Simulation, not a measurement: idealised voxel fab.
You're looking at the process module voxel gate over fins.
The width of the displayed cross-section, cut, is 195 nm; its cells are square, with a size of 5 nm.
A cross-section is written here as square cells arranged in a grid, and it is given in bands from the top down, each band taking up one or more rows of cells. Band: top and bottom heights (nm) first, top before bottom; then materials from left to right, widths in nm. "everywhere" marks a sole material filling the band edge to edge. "empty" denotes empty space. It should be noted that heights are counted from 0, beneath which the wafer as supplied is of one material throughout, and that the lowest band possesses no lower boundary but continues downward, as written in "0 nm and below". Quick explanation for "30 to 40": the width changes in equal steps down the rows of cells, from the first number in the band's top row to the second number in its bottom row. Key: "nothing altered" - step with no changed cell in the cross-section. "Closed internal voids" lists enclosed empty spaces (at least 8 cells, no open path upward to the top), each as width x height at distance from the left edge, in nm. If you see something after the settings on a step's line, that's the simulator's own remark about that step. Among the settings permitted on a step's line is "overlay nm"; applied to a step with a mask, it specifies the extent to which the mask lay to the right of its planned position, whereas a negative figure signifies a position to the left.

# plan
1: RECEIVE [material Si]
2: CONFORMAL_DEP [material SiN] [thk nm 5]
3: PATTERN [tone cover] [mask id FINS] [material resist] [width nm 15] [pitch nm 40] [thk nm 15] [overlay nm 0]
4: DIRECTIONAL_ETCH [etch materials SiN] [depth nm 5]
5: DIRECTIONAL_ETCH [etch materials Si] [depth nm 40]
6: STRIP [etch materials resist]
7: FILL_DEP [material SiO2] [thk nm 10]
8: CMP [height nm 5]
9: SELECTIVE_ETCH [etch materials SiO2] [depth nm 20]
10: STRIP [etch materials SiN]
11: CONFORMAL_DEP [material HfO2] [thk nm 5]
12: CONFORMAL_DEP [material TiN] [thk nm 5]
13: CONFORMAL_DEP [material TiAl] [thk nm 5]
14: CONFORMAL_DEP [material TiN] [thk nm 5]
15: FILL_DEP [material W] [thk nm 15]
16: CMP [height nm 30]
17: CONFORMAL_DEP [material SiN] [thk nm 5]

# First of two wafers, with the run carried out as planned

# Cross-section of the wafer at receipt, which is the condition after step 1
  0 nm and below  Si everywhere
  Closed internal voids: none

# Cross-section through the wafer, step 2 finished
  5 nm to 0 nm  SiN everywhere
  below 0: unchanged

# Cross-section through the wafer, step 3 finished
  20 nm to 5 nm  50 nm empty, 15 nm resist, 25 nm empty, 15 nm resist, 25 nm empty, 15 nm resist, 50 nm empty
  below 5: unchanged

# Cross-section through the wafer, step 4 finished
  20 nm to 5 nm  50 nm empty, 15 nm resist, 25 nm empty, 15 nm resist, 25 nm empty, 15 nm resist, 50 nm empty
  5 nm to 0 nm  50 nm empty, 15 nm SiN, 25 nm empty, 15 nm SiN, 25 nm empty, 15 nm SiN, 50 nm empty
  below 0: unchanged

# Cross-section through the wafer, step 5 finished
  20 nm to 5 nm  50 nm empty, 15 nm resist, 25 nm empty, 15 nm resist, 25 nm empty, 15 nm resist, 50 nm empty
  5 nm to 0 nm  50 nm empty, 15 nm SiN, 25 nm empty, 15 nm SiN, 25 nm empty, 15 nm SiN, 50 nm empty
  0 nm to -40 nm  50 nm empty, 15 nm Si, 25 nm empty, 15 nm Si, 25 nm empty, 15 nm Si, 50 nm empty
  below -40: unchanged

# Cross-section through the wafer, step 6 finished
  5 nm to 0 nm  50 nm empty, 15 nm SiN, 25 nm empty, 15 nm SiN, 25 nm empty, 15 nm SiN, 50 nm empty
  below 0: unchanged

# Cross-section through the wafer, step 7 finished
  15 nm to 5 nm  SiO2 everywhere
  5 nm to 0 nm  50 nm SiO2, 15 nm SiN, 25 nm SiO2, 15 nm SiN, 25 nm SiO2, 15 nm SiN, 50 nm SiO2
  0 nm to -40 nm  50 nm SiO2, 15 nm Si, 25 nm SiO2, 15 nm Si, 25 nm SiO2, 15 nm Si, 50 nm SiO2
  below -40: unchanged

# Cross-section through the wafer, step 8 finished
  5 nm to 0 nm  50 nm SiO2, 15 nm SiN, 25 nm SiO2, 15 nm SiN, 25 nm SiO2, 15 nm SiN, 50 nm SiO2
  below 0: unchanged

# Cross-section through the wafer, step 9 finished
  5 nm to 0 nm  50 nm empty, 15 nm SiN, 25 nm empty, 15 nm SiN, 25 nm empty, 15 nm SiN, 50 nm empty
  0 nm to -15 nm  50 nm empty, 15 nm Si, 25 nm empty, 15 nm Si, 25 nm empty, 15 nm Si, 50 nm empty
  below -15: unchanged

# Cross-section through the wafer, step 10 finished
  0 nm to -15 nm  50 nm empty, 15 nm Si, 25 nm empty, 15 nm Si, 25 nm empty, 15 nm Si, 50 nm empty
  below -15: unchanged

# Cross-section through the wafer, step 11 finished
  5 nm to 0 nm  45 nm empty, 25 nm HfO2, 15 nm empty, 25 nm HfO2, 15 nm empty, 25 nm HfO2, 45 nm empty
  0 nm to -10 nm  45 nm empty, 5 nm HfO2, 15 nm Si, 5 nm HfO2, 15 nm empty, 5 nm HfO2, 15 nm Si, 5 nm HfO2, 15 nm empty, 5 nm HfO2, 15 nm Si, 5 nm HfO2, 45 nm empty
  -10 nm to -15 nm  50 nm HfO2, 15 nm Si, 25 nm HfO2, 15 nm Si, 25 nm HfO2, 15 nm Si, 50 nm HfO2
  below -15: unchanged

# Cross-section through the wafer, step 12 finished
  10 nm to 5 nm  40 nm empty, 35 nm TiN, 5 nm empty, 35 nm TiN, 5 nm empty, 35 nm TiN, 40 nm empty
  5 nm to 0 nm  40 nm empty, 5 nm TiN, 25 nm HfO2, 5 nm TiN, 5 nm empty, 5 nm TiN, 25 nm HfO2, 5 nm TiN, 5 nm empty, 5 nm TiN, 25 nm HfO2, 5 nm TiN, 40 nm empty
  0 nm to -5 nm  40 nm empty, 5 nm TiN, 5 nm HfO2, 15 nm Si, 5 nm HfO2, 5 nm TiN, 5 nm empty, 5 nm TiN, 5 nm HfO2, 15 nm Si, 5 nm HfO2, 5 nm TiN, 5 nm empty, 5 nm TiN, 5 nm HfO2, 15 nm Si, 5 nm HfO2, 5 nm TiN, 40 nm empty
  -5 nm to -10 nm  45 nm TiN, 5 nm HfO2, 15 nm Si, 5 nm HfO2, 15 nm TiN, 5 nm HfO2, 15 nm Si, 5 nm HfO2, 15 nm TiN, 5 nm HfO2, 15 nm Si, 5 nm HfO2, 45 nm TiN
  below -10: unchanged

# Cross-section through the wafer, step 13 finished
  15 nm to 10 nm  35 nm empty, 125 nm TiAl, 35 nm empty
  10 nm to 5 nm  35 nm empty, 5 nm TiAl, 35 nm TiN, 5 nm TiAl, 35 nm TiN, 5 nm TiAl, 35 nm TiN, 5 nm TiAl, 35 nm empty
  5 nm to 0 nm  35 nm empty, 5 nm TiAl, 5 nm TiN, 25 nm HfO2, 5 nm TiN, 5 nm TiAl, 5 nm TiN, 25 nm HfO2, 5 nm TiN, 5 nm TiAl, 5 nm TiN, 25 nm HfO2, 5 nm TiN, 5 nm TiAl, 35 nm empty
  0 nm to -5 nm  40 nm TiAl, 5 nm TiN, 5 nm HfO2, 15 nm Si, 5 nm HfO2, 5 nm TiN, 5 nm TiAl, 5 nm TiN, 5 nm HfO2, 15 nm Si, 5 nm HfO2, 5 nm TiN, 5 nm TiAl, 5 nm TiN, 5 nm HfO2, 15 nm Si, 5 nm HfO2, 5 nm TiN, 40 nm TiAl
  below -5: unchanged

# Cross-section through the wafer, step 14 finished
  20 nm to 15 nm  30 nm empty, 135 nm TiN, 30 nm empty
  15 nm to 10 nm  30 nm empty, 5 nm TiN, 125 nm TiAl, 5 nm TiN, 30 nm empty
  10 nm to 5 nm  30 nm empty, 5 nm TiN, 5 nm TiAl, 35 nm TiN, 5 nm TiAl, 35 nm TiN, 5 nm TiAl, 35 nm TiN, 5 nm TiAl, 5 nm TiN, 30 nm empty
  5 nm to 0 nm  35 nm TiN, 5 nm TiAl, 5 nm TiN, 25 nm HfO2, 5 nm TiN, 5 nm TiAl, 5 nm TiN, 25 nm HfO2, 5 nm TiN, 5 nm TiAl, 5 nm TiN, 25 nm HfO2, 5 nm TiN, 5 nm TiAl, 35 nm TiN
  below 0: unchanged

# Cross-section through the wafer, step 15 finished
  35 nm to 20 nm  W everywhere
  20 nm to 15 nm  30 nm W, 135 nm TiN, 30 nm W
  15 nm to 10 nm  30 nm W, 5 nm TiN, 125 nm TiAl, 5 nm TiN, 30 nm W
  10 nm to 5 nm  30 nm W, 5 nm TiN, 5 nm TiAl, 35 nm TiN, 5 nm TiAl, 35 nm TiN, 5 nm TiAl, 35 nm TiN, 5 nm TiAl, 5 nm TiN, 30 nm W
  below 5: unchanged

# Cross-section through the wafer, step 16 finished
  30 nm to 20 nm  W everywhere
  below 20: unchanged

# Cross-section through the wafer, step 17 finished
  35 nm to 30 nm  SiN everywhere
  below 30: unchanged

# For the second wafer, take the first wafer's start and plan, then add one mistake made in running it; everything through step 2, that step included, is shared with the first

# Second wafer at the planned finish of step 3, seen in cross-section
  20 nm to 5 nm  45 nm empty, 25 nm resist, 15 nm empty, 25 nm resist, 15 nm empty, 25 nm resist, 45 nm empty
  below 5: unchanged

# Second wafer at the planned finish of step 4, seen in cross-section
  20 nm to 5 nm  45 nm empty, 25 nm resist, 15 nm empty, 25 nm resist, 15 nm empty, 25 nm resist, 45 nm empty
  5 nm to 0 nm  45 nm empty, 25 nm SiN, 15 nm empty, 25 nm SiN, 15 nm empty, 25 nm SiN, 45 nm empty
  below 0: unchanged

# Second wafer at the planned finish of step 5, seen in cross-section
  20 nm to 5 nm  45 nm empty, 25 nm resist, 15 nm empty, 25 nm resist, 15 nm empty, 25 nm resist, 45 nm empty
  5 nm to 0 nm  45 nm empty, 25 nm SiN, 15 nm empty, 25 nm SiN, 15 nm empty, 25 nm SiN, 45 nm empty
  0 nm to -40 nm  45 nm empty, 25 nm Si, 15 nm empty, 25 nm Si, 15 nm empty, 25 nm Si, 45 nm empty
  below -40: unchanged

# Second wafer at the planned finish of step 6, seen in cross-section
  5 nm to 0 nm  45 nm empty, 25 nm SiN, 15 nm empty, 25 nm SiN, 15 nm empty, 25 nm SiN, 45 nm empty
  below 0: unchanged

# Second wafer at the planned finish of step 7, seen in cross-section
  15 nm to 5 nm  SiO2 everywhere
  5 nm to 0 nm  45 nm SiO2, 25 nm SiN, 15 nm SiO2, 25 nm SiN, 15 nm SiO2, 25 nm SiN, 45 nm SiO2
  0 nm to -40 nm  45 nm SiO2, 25 nm Si, 15 nm SiO2, 25 nm Si, 15 nm SiO2, 25 nm Si, 45 nm SiO2
  below -40: unchanged

# Second wafer at the planned finish of step 8, seen in cross-section
  5 nm to 0 nm  45 nm SiO2, 25 nm SiN, 15 nm SiO2, 25 nm SiN, 15 nm SiO2, 25 nm SiN, 45 nm SiO2
  below 0: unchanged

# Second wafer at the planned finish of step 9, seen in cross-section
  5 nm to 0 nm  45 nm empty, 25 nm SiN, 15 nm empty, 25 nm SiN, 15 nm empty, 25 nm SiN, 45 nm empty
  0 nm to -15 nm  45 nm empty, 25 nm Si, 15 nm empty, 25 nm Si, 15 nm empty, 25 nm Si, 45 nm empty
  below -15: unchanged

# Second wafer at the planned finish of step 10, seen in cross-section
  0 nm to -15 nm  45 nm empty, 25 nm Si, 15 nm empty, 25 nm Si, 15 nm empty, 25 nm Si, 45 nm empty
  below -15: unchanged

# Second wafer at the planned finish of step 11, seen in cross-section
  5 nm to 0 nm  40 nm empty, 35 nm HfO2, 5 nm empty, 35 nm HfO2, 5 nm empty, 35 nm HfO2, 40 nm empty
  0 nm to -10 nm  40 nm empty, 5 nm HfO2, 25 nm Si, 5 nm HfO2, 5 nm empty, 5 nm HfO2, 25 nm Si, 5 nm HfO2, 5 nm empty, 5 nm HfO2, 25 nm Si, 5 nm HfO2, 40 nm empty
  -10 nm to -15 nm  45 nm HfO2, 25 nm Si, 15 nm HfO2, 25 nm Si, 15 nm HfO2, 25 nm Si, 45 nm HfO2
  below -15: unchanged

# Second wafer at the planned finish of step 12, seen in cross-section
  10 nm to 5 nm  35 nm empty, 125 nm TiN, 35 nm empty
  5 nm to 0 nm  35 nm empty, 5 nm TiN, 35 nm HfO2, 5 nm TiN, 35 nm HfO2, 5 nm TiN, 35 nm HfO2, 5 nm TiN, 35 nm empty
  0 nm to -5 nm  35 nm empty, 5 nm TiN, 5 nm HfO2, 25 nm Si, 5 nm HfO2, 5 nm TiN, 5 nm HfO2, 25 nm Si, 5 nm HfO2, 5 nm TiN, 5 nm HfO2, 25 nm Si, 5 nm HfO2, 5 nm TiN, 35 nm empty
  -5 nm to -10 nm  40 nm TiN, 5 nm HfO2, 25 nm Si, 5 nm HfO2, 5 nm TiN, 5 nm HfO2, 25 nm Si, 5 nm HfO2, 5 nm TiN, 5 nm HfO2, 25 nm Si, 5 nm HfO2, 40 nm TiN
  below -10: unchanged

# Second wafer at the planned finish of step 13, seen in cross-section
  15 nm to 10 nm  30 nm empty, 135 nm TiAl, 30 nm empty
  10 nm to 5 nm  30 nm empty, 5 nm TiAl, 125 nm TiN, 5 nm TiAl, 30 nm empty
  5 nm to 0 nm  30 nm empty, 5 nm TiAl, 5 nm TiN, 35 nm HfO2, 5 nm TiN, 35 nm HfO2, 5 nm TiN, 35 nm HfO2, 5 nm TiN, 5 nm TiAl, 30 nm empty
  0 nm to -5 nm  35 nm TiAl, 5 nm TiN, 5 nm HfO2, 25 nm Si, 5 nm HfO2, 5 nm TiN, 5 nm HfO2, 25 nm Si, 5 nm HfO2, 5 nm TiN, 5 nm HfO2, 25 nm Si, 5 nm HfO2, 5 nm TiN, 35 nm TiAl
  below -5: unchanged

# Second wafer at the planned finish of step 14, seen in cross-section
  20 nm to 15 nm  25 nm empty, 145 nm TiN, 25 nm empty
  15 nm to 10 nm  25 nm empty, 5 nm TiN, 135 nm TiAl, 5 nm TiN, 25 nm empty
  10 nm to 5 nm  25 nm empty, 5 nm TiN, 5 nm TiAl, 125 nm TiN, 5 nm TiAl, 5 nm TiN, 25 nm empty
  5 nm to 0 nm  30 nm TiN, 5 nm TiAl, 5 nm TiN, 35 nm HfO2, 5 nm TiN, 35 nm HfO2, 5 nm TiN, 35 nm HfO2, 5 nm TiN, 5 nm TiAl, 30 nm TiN
  below 0: unchanged

# Second wafer at the planned finish of step 15, seen in cross-section
  35 nm to 20 nm  W everywhere
  20 nm to 15 nm  25 nm W, 145 nm TiN, 25 nm W
  15 nm to 10 nm  25 nm W, 5 nm TiN, 135 nm TiAl, 5 nm TiN, 25 nm W
  10 nm to 5 nm  25 nm W, 5 nm TiN, 5 nm TiAl, 125 nm TiN, 5 nm TiAl, 5 nm TiN, 25 nm W
  below 5: unchanged

# Second wafer at the planned finish of step 16, seen in cross-section
  30 nm to 20 nm  W everywhere
  below 20: unchanged

# Second wafer at the planned finish of step 17, seen in cross-section
  35 nm to 30 nm  SiN everywhere
  below 30: unchanged
The plan and the run diverged here: contrary to plan, step 3 was performed as PATTERN [tone cover] [mask id FINS] [material resist] [width nm 25] [pitch nm 40] [thk nm 15] [overlay nm 0]
The closing comparison, in cells, has the second wafer with more or fewer of some materials than the first: Si: 48 more | SiO2: 30 fewer | TiAl: 6 fewer | TiN: 6 fewer | W: 6 fewer
